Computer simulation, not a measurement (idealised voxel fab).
This section sets out a process module, namely voxel released beams.
FYI the section here is cut, 260 nm wide, cells are 5 nm squares.
We lay out every cross-section as a grid of square cells and spell it out in bands from the top down, where one band means one or more rows of cells. Basically the band line says how high the top is and how high the bottom is, in nm, and then what's in it from left to right, every material with its width in nm. Empty space shows up as "air", and if a single material carries "everywhere" it runs the full band edge to edge. All heights in this document are referenced to 0, defined as the level beneath which the wafer, as received, consists entirely of one material. The lowest band is not bounded below; it extends indefinitely downward and is written in the form "0 down". The width entry "30 to 40" should be interpreted row by row: the top row of cells in the band takes the first number, the bottom row takes the second number, and the change between adjacent rows is uniform throughout. The cross-section has no changed cell in any step marked "everything unchanged". "Trapped void list": sealed empty spaces, 8 cells or more, no open way to top, listed width x height at distance, with distance from the left edge and width, height and distance in nm. The remark found on a step's line after its settings is issued by the simulator itself and pertains to that step. overlay nm: mask offset rightward from planned place, masked step; negative means leftward offset.

## The planned process steps are enumerated hereunder
step 1: RECEIVE,material Si
step 2: CONFORMAL_DEP,material Al2O3,thk nm 10
step 3: DIRECTIONAL_DEP,material SiO2,thk nm 20
step 4: MASKED_ETCH,tone open,mask id ANCHOR,width nm 45,etch materials SiO2,depth nm 20,overlay nm 0
step 5: CONFORMAL_DEP,material W,thk nm 15
step 6: MASKED_ETCH,tone cover,mask id BEAM,width nm 85,etch materials W,depth nm 15,overlay nm 0
step 7: STRIP,etch materials SiO2
What sets these wafers apart? The width nm at step 6. They all start alike, and the plan carries the first wafer's value.

## The first of several wafers, as received after step 1, seen in section
	0 down = Si everywhere
	Trapped void list: none

## The table below has one row for each wafer; a row shows, as of the end of the module, how many cells of each material the wafer has gained, marked (+), or lost, marked (-), since it was received, and then the wafer's closed voids
width nm 85, +104 Al2O3, +75 W, Trapped void list: none
width nm 90, +104 Al2O3, +78 W, Trapped void list: none
width nm 95, +104 Al2O3, +81 W, Trapped void list: none
width nm 100, +104 Al2O3, +84 W, Trapped void list: none
width nm 105, +104 Al2O3, +87 W, Trapped void list: none
width nm 110, +104 Al2O3, +90 W, Trapped void list: none
